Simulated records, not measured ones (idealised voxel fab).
process module | voxel gate over fins
cross-section cut | 220 nm wide | cells 5 nm
A cross-section is a grid of square cells, given in bands from the top down. A band is one or more rows of cells.
Each band's line starts with the height of the band's top and of its bottom, in nm. Then come its materials from left to right, each with its width in nm. One material with "throughout" fills the band from edge to edge. "air" is empty space.
Height 0 is the level under which the wafer as received is all one material. The lowest band goes on downwards, as in "0 down".
A width such as "30 to 40" changes by the same amount from each row of cells to the next, from the band's top row to its bottom row.
"no change" after a step means that no cell of the cross-section changed.
closed voids: empty space of 8 cells or more with no open way to the top, each as width x height at its distance from the left edge, in nm
after a step's settings: what the simulator itself notes on the step
overlay nm, on a step with a mask: how far to the right of its planned place the mask lay; to the left if negative
plan
1 op RECEIVE | material Si
2 op CONFORMAL_DEP | material SiN | thk nm 5
3 op DIRECTIONAL_DEP | material aC | thk nm 15
4 op PATTERN | tone cover | mask id FINS | material resist | width nm 15 | pitch nm 40 | thk nm 35 | overlay nm 0
5 op DIRECTIONAL_ETCH | etch materials aC | depth nm 15
6 op STRIP | etch materials resist
7 op DIRECTIONAL_ETCH | etch materials SiN | depth nm 10
8 op DIRECTIONAL_ETCH | etch materials Si | depth nm 40
9 op STRIP | etch materials aC
10 op OXIDIZE | depth nm 5
11 op FILL_DEP | material SiO2 | thk nm 5
12 op CMP | height nm 10
13 op SELECTIVE_ETCH | etch materials SiO2 | depth nm 25
14 op STRIP | etch materials SiN
15 op CONFORMAL_DEP | material HfO2 | thk nm 5
16 op CONFORMAL_DEP | material TiN | thk nm 5
17 op CONFORMAL_DEP | material TiAl | thk nm 5
18 op CONFORMAL_DEP | material TiN | thk nm 5
19 op FILL_DEP | material W | thk nm 15
20 op CMP | height nm 30
21 op CONFORMAL_DEP | material SiCN | thk nm 5
varied across the wafers: thk nm of step 2. The plan shows the first wafer's value. All wafers start alike
first wafer as received, after step 1
  0 down: Si throughout
  closed voids: none
first wafer at the end, after step 21
  35 to 30: SiCN throughout
  30 to 20: W throughout
  20 to 15: W 25 | TiN 165 | W 30
  15 to 10: W 25 | TiN 5 | TiAl 35 | TiN 5 | TiAl 35 | TiN 5 | TiAl 35 | TiN 5 | TiAl 35 | TiN 5 | W 30
  10 to 5: W 25 | TiN 5 | TiAl 5 | TiN 25 | TiAl 5 | TiN 5 | TiAl 5 | TiN 25 | TiAl 5 | TiN 5 | TiAl 5 | TiN 25 | TiAl 5 | TiN 5 | TiAl 5 | TiN 25 | TiAl 5 | TiN 5 | W 30
  5 to 0: TiN 30 | TiAl 5 | TiN 5 | HfO2 15 | TiN 5 | TiAl 5 | TiN 5 | TiAl 5 | TiN 5 | HfO2 15 | TiN 5 | TiAl 5 | TiN 5 | TiAl 5 | TiN 5 | HfO2 15 | TiN 5 | TiAl 5 | TiN 5 | TiAl 5 | TiN 5 | HfO2 15 | TiN 5 | TiAl 5 | TiN 35
  0 to -5: TiAl 35 | TiN 5 | HfO2 5 | Si 5 | HfO2 5 | TiN 5 | TiAl 15 | TiN 5 | HfO2 5 | Si 5 | HfO2 5 | TiN 5 | TiAl 15 | TiN 5 | HfO2 5 | Si 5 | HfO2 5 | TiN 5 | TiAl 15 | TiN 5 | HfO2 5 | Si 5 | HfO2 5 | TiN 5 | TiAl 40
  -5 to -10: TiN 40 | HfO2 5 | Si 5 | HfO2 5 | TiN 25 | HfO2 5 | Si 5 | HfO2 5 | TiN 25 | HfO2 5 | Si 5 | HfO2 5 | TiN 25 | HfO2 5 | Si 5 | HfO2 5 | TiN 45
  -10 to -15: HfO2 45 | Si 5 | HfO2 35 | Si 5 | HfO2 35 | Si 5 | HfO2 35 | Si 5 | HfO2 50
  -15 to -45: SiO2 45 | Si 5 | SiO2 35 | Si 5 | SiO2 35 | Si 5 | SiO2 35 | Si 5 | SiO2 50
  -45 down: Si throughout
  closed voids: none
last wafer at the end
  35 to 30: SiCN throughout
  30 to 20: W throughout
  20 to 15: TiN throughout
  15 to 10: TiAl throughout
  10 to 5: TiN throughout
  5 to 0: HfO2 throughout
  0 down: Si throughout
  closed voids: none
each wafer at the end: cells of each material gained (+) or lost (-) since it was received, then its closed voids
thk nm 5 | +68 HfO2 | -360 Si | +44 SiCN | +240 SiO2 | +68 TiAl | +127 TiN | +121 W | closed voids: none
thk nm 10 | +68 HfO2 | -360 Si | +44 SiCN | +240 SiO2 | +68 TiAl | +127 TiN | +121 W | closed voids: none
thk nm 15 | +44 HfO2 | +44 SiCN | +44 TiAl | +88 TiN | +88 W | closed voids: none
thk nm 20 | +44 HfO2 | +44 SiCN | +44 TiAl | +88 TiN | +88 W | closed voids: none
thk nm 25 | +44 HfO2 | +44 SiCN | +44 TiAl | +88 TiN | +88 W | closed voids: none
